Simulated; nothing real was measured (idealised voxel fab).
Process module in this document: voxel self aligned contacts
The figure presents cross-section cut, which has a width of 175 nm and is divided into square cells with an edge length of 5 nm.
Cross-sections here: square-cell grids, written as top-down lists of bands, a band being one or more rows of cells.
Basically the band line says how high the top is and how high the bottom is, in nm, and then what's in it from left to right, every material with its width in nm. Empty space shows up as "air", and if a single material carries "all across" it runs the full band edge to edge.
We count height from 0. Below that, the starting wafer is all one material. The lowest band never ends at the bottom but goes on down; see "from 0 down" for how that is written.
Graded width ("30..40"): value in top row of band = first number; value in bottom row = second number; row-to-row change constant.
Given "left unchanged" for a step, no cell of the cross-section differs between before and after that step.
Unvented voids: empty space of 8 cells or more with no open way to the top, each as width x height at its distance from the left edge, in nm
Heads up: the bit after the settings on a step's line is the simulator's remark on that step.
"overlay nm", when on a step's line for a step with a mask, measures how far to the right of its planned place the mask lay; a negative measure means to the left.

Intended process steps
1 RECEIVE [material Si]
2 CONFORMAL_DEP [material SiO2] [thk nm 5]
3 DIRECTIONAL_DEP [material polySi] [thk nm 25]
4 DIRECTIONAL_DEP [material SiN] [thk nm 15]
5 DIRECTIONAL_DEP [material aC] [thk nm 10]
6 PATTERN [tone cover] [mask id GATE] [material resist] [width nm 30] [pitch nm 55] [thk nm 30] [overlay nm 0]
7 DIRECTIONAL_ETCH [etch materials aC] [depth nm 10]
8 STRIP [etch materials resist]
9 DIRECTIONAL_ETCH [etch materials SiN] [depth nm 15]
10 DIRECTIONAL_ETCH [etch materials polySi] [depth nm 25]
11 STRIP [etch materials aC]
12 CONFORMAL_DEP [material SiN] [thk nm 5]
13 DIRECTIONAL_ETCH [etch materials SiN] [depth nm 5]
14 FILL_DEP [material SiO2] [thk nm 20]
15 CMP [height nm 55]
16 MASKED_ETCH [tone open] [mask id CONTACT] [width nm 35] [etch materials SiO2] [depth nm 55] [overlay nm 0]
17 CONFORMAL_DEP [material TiN] [thk nm 5]
18 FILL_DEP [material Ru] [thk nm 5]
19 CMP [height nm 55]
20 CONFORMAL_DEP [material SiCN] [thk nm 5]

Incoming wafer, cross-sectional view, post step 1
* from 0 down = Si all across
* Unvented voids: none

End-of-module XS, first of two wafers, run as planned
* from 60 to 55 = SiCN all across
* from 55 to 45 = SiO2 (70) / TiN (5..15) / Ru (25..5) / TiN (5..15) / SiO2 (70)
* from 45 to 30 = SiO2 (40) / SiN (40) / TiN (5) / Ru (5) / TiN (5) / SiN (40) / SiO2 (40)
* from 30 to 5 = SiO2 (40) / SiN (5) / polySi (30) / SiN (5) / TiN (5) / Ru (5) / TiN (5) / SiN (5) / polySi (30) / SiN (5) / SiO2 (40)
* from 5 to 0 = SiO2 (80) / TiN (15) / SiO2 (80)
* from 0 down = Si all across
* Unvented voids: none

This cross-section belongs to the second wafer of two at the end of the module; the start and the plan were shared with the first, and the run included one mistake
* from 60 to 55 = SiCN all across
* from 55 to 45 = Ru (65..35) / TiN (5..35) / SiO2 (35) / TiN (5..35) / Ru (65..35)
* from 45 to 30 = Ru (35) / TiN (5) / SiN (40) / SiO2 (15) / SiN (40) / TiN (5) / Ru (35)
* from 30 to 5 = Ru (35) / TiN (5) / SiN (5) / polySi (30) / SiN (5) / SiO2 (15) / SiN (5) / polySi (30) / SiN (5) / TiN (5) / Ru (35)
* from 5 to 0 = TiN (40) / SiO2 (95) / TiN (40)
* from 0 down = Si all across
* Unvented voids: none
It is concluded that the wafer was processed incorrectly with respect to the plan, in that for step 16, the planned setting was not used; the step was instead run as MASKED_ETCH [tone cover] [mask id CONTACT] [width nm 35] [etch materials SiO2] [depth nm 55] [overlay nm 0]
The closing comparison, in cells, has the second wafer with more or fewer of some materials than the first: +138 Ru | -159 SiO2 | +21 TiN
